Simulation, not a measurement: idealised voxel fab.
Herein follows the process module entitled voxel gate over fins.
For reference, the cross-section in this document is cut, with width 255 nm and square cells of 5 nm.
Each cross-section below is a grid of square cells, stated as bands in top-down order, with one or more rows of cells making up each band.
Each band's line starts with the height of the band's top and of its bottom, in nm. Then come its materials from left to right, each with its width in nm. One material with "all across" fills the band from edge to edge. "empty" is empty space.
We count height from 0. Below that, the starting wafer is all one material. The lowest band never ends at the bottom but goes on down; see "0 down" for how that is written.
The width entry "30..40" should be interpreted row by row: the top row of cells in the band takes the first number, the bottom row takes the second number, and the change between adjacent rows is uniform throughout.
"nothing got changed" for a step: no cell of the cross-section changed in that step.
Basically, "Sealed void listing" tells you about the enclosed voids: empty spaces with no open way to the top, 8 cells or bigger, each written width x height at distance, where distance is from the left edge, all in nm.
Post-settings text on a step line: simulator's own remark regarding the step.
A step's line can hold "overlay nm"; with a mask on that step, the setting says how far right of the planned place the mask lay, while a negative setting says it lay to the left.
-- Here's what the planned process steps look like
1 RECEIVE | material Si
2 CONFORMAL_DEP | material SiN | thk nm 10
3 DIRECTIONAL_DEP | material aC | thk nm 10
4 PATTERN | tone cover | mask id FINS | material resist | width nm 15 | pitch nm 50 | thk nm 30 | overlay nm 0
5 DIRECTIONAL_ETCH | etch materials aC | depth nm 10
6 STRIP | etch materials resist
7 DIRECTIONAL_ETCH | etch materials SiN | depth nm 10
8 DIRECTIONAL_ETCH | etch materials Si | depth nm 35
9 STRIP | etch materials aC
10 OXIDIZE | depth nm 5
11 FILL_DEP | material SiO2 | thk nm 5
12 CMP | height nm 10
13 DIRECTIONAL_DEP | material aC | thk nm 15
14 PATTERN | tone open | mask id RAIL | material resist | width nm 15 | thk nm 35 | overlay nm 0
15 DIRECTIONAL_ETCH | etch materials aC | depth nm 15
16 STRIP | etch materials resist
17 DIRECTIONAL_ETCH | etch materials SiO2 | depth nm 40
18 STRIP | etch materials aC
19 CONFORMAL_DEP | material TiN | thk nm 5
20 FILL_DEP | material Ru | thk nm 10
21 CMP | height nm 10
22 SELECTIVE_ETCH | etch materials W Ru TiN | depth nm 35
23 FILL_DEP | material SiO2 | thk nm 5
24 CMP | height nm 10
25 SELECTIVE_ETCH | etch materials SiO2 | depth nm 25
26 STRIP | etch materials SiN
27 CONFORMAL_DEP | material HfO2 | thk nm 5
28 CONFORMAL_DEP | material TiN | thk nm 5
29 CONFORMAL_DEP | material TiAl | thk nm 5
30 CONFORMAL_DEP | material TiN | thk nm 5
31 FILL_DEP | material W | thk nm 10
32 CMP | height nm 25
33 CONFORMAL_DEP | material SiCN | thk nm 10
-- Received-state cross-section, reflecting completion of step 1
0 down: Si all across
Sealed void listing: none
-- Final cross-section, module run with one mistake (start and plan as above)
35 to 25: SiCN all across
25 to 20: W all across
20 to 15: W: 55; TiN: 45; W: 5; TiN: 45; W: 5; TiN: 45; W: 55
15 to 10: W: 55; TiN: 5; TiAl: 35; TiN: 5; W: 5; TiN: 5; TiAl: 35; TiN: 5; W: 5; TiN: 5; TiAl: 35; TiN: 5; W: 55
10 to 5: W: 55; TiN: 5; TiAl: 5; TiN: 25; TiAl: 5; TiN: 5; W: 5; TiN: 5; TiAl: 5; TiN: 25; TiAl: 5; TiN: 5; W: 5; TiN: 5; TiAl: 5; TiN: 25; TiAl: 5; TiN: 5; W: 55
5 to 0: TiN: 60; TiAl: 5; TiN: 5; HfO2: 15; TiN: 5; TiAl: 5; TiN: 5; W: 5; TiN: 5; TiAl: 5; TiN: 5; HfO2: 15; TiN: 5; TiAl: 5; TiN: 5; W: 5; TiN: 5; TiAl: 5; TiN: 5; HfO2: 15; TiN: 5; TiAl: 5; TiN: 60
0 to -5: TiAl: 65; TiN: 5; HfO2: 5; Si: 5; HfO2: 5; TiN: 5; TiAl: 5; TiN: 5; W: 5; TiN: 5; TiAl: 5; TiN: 5; HfO2: 5; Si: 5; HfO2: 5; TiN: 5; TiAl: 5; TiN: 5; W: 5; TiN: 5; TiAl: 5; TiN: 5; HfO2: 5; Si: 5; HfO2: 5; TiN: 5; TiAl: 65
-5 to -10: TiN: 55; TiAl: 10; TiN: 5; HfO2: 5; Si: 5; HfO2: 5; TiN: 5; TiAl: 5; TiN: 15; TiAl: 5; TiN: 5; HfO2: 5; Si: 5; HfO2: 5; TiN: 5; TiAl: 5; TiN: 15; TiAl: 5; TiN: 5; HfO2: 5; Si: 5; HfO2: 5; TiN: 5; TiAl: 10; TiN: 55
-10 to -15: HfO2: 50; TiN: 5; TiAl: 10; TiN: 5; HfO2: 5; Si: 5; HfO2: 5; TiN: 5; TiAl: 25; TiN: 5; HfO2: 5; Si: 5; HfO2: 5; TiN: 5; TiAl: 25; TiN: 5; HfO2: 5; Si: 5; HfO2: 5; TiN: 5; TiAl: 10; TiN: 5; HfO2: 50
-15 to -20: SiO2: 45; HfO2: 5; TiN: 20; HfO2: 5; Si: 5; HfO2: 5; TiN: 35; HfO2: 5; Si: 5; HfO2: 5; TiN: 35; HfO2: 5; Si: 5; HfO2: 5; TiN: 20; HfO2: 5; SiO2: 45
-20 to -25: SiO2: 45; HfO2: 30; Si: 5; HfO2: 45; Si: 5; HfO2: 45; Si: 5; HfO2: 30; SiO2: 45
-25 to -30: SiO2: 75; Si: 5; SiO2: 15; TiN: 15; SiO2: 15; Si: 5; SiO2: 45; Si: 5; SiO2: 75
-30 to -40: SiO2: 75; Si: 5; SiO2: 45; Si: 5; SiO2: 45; Si: 5; SiO2: 75
-40 down: Si all across
Sealed void listing: none
Deviation from plan: steps 25 and 26 of the plan were each performed in the slot designated for the other
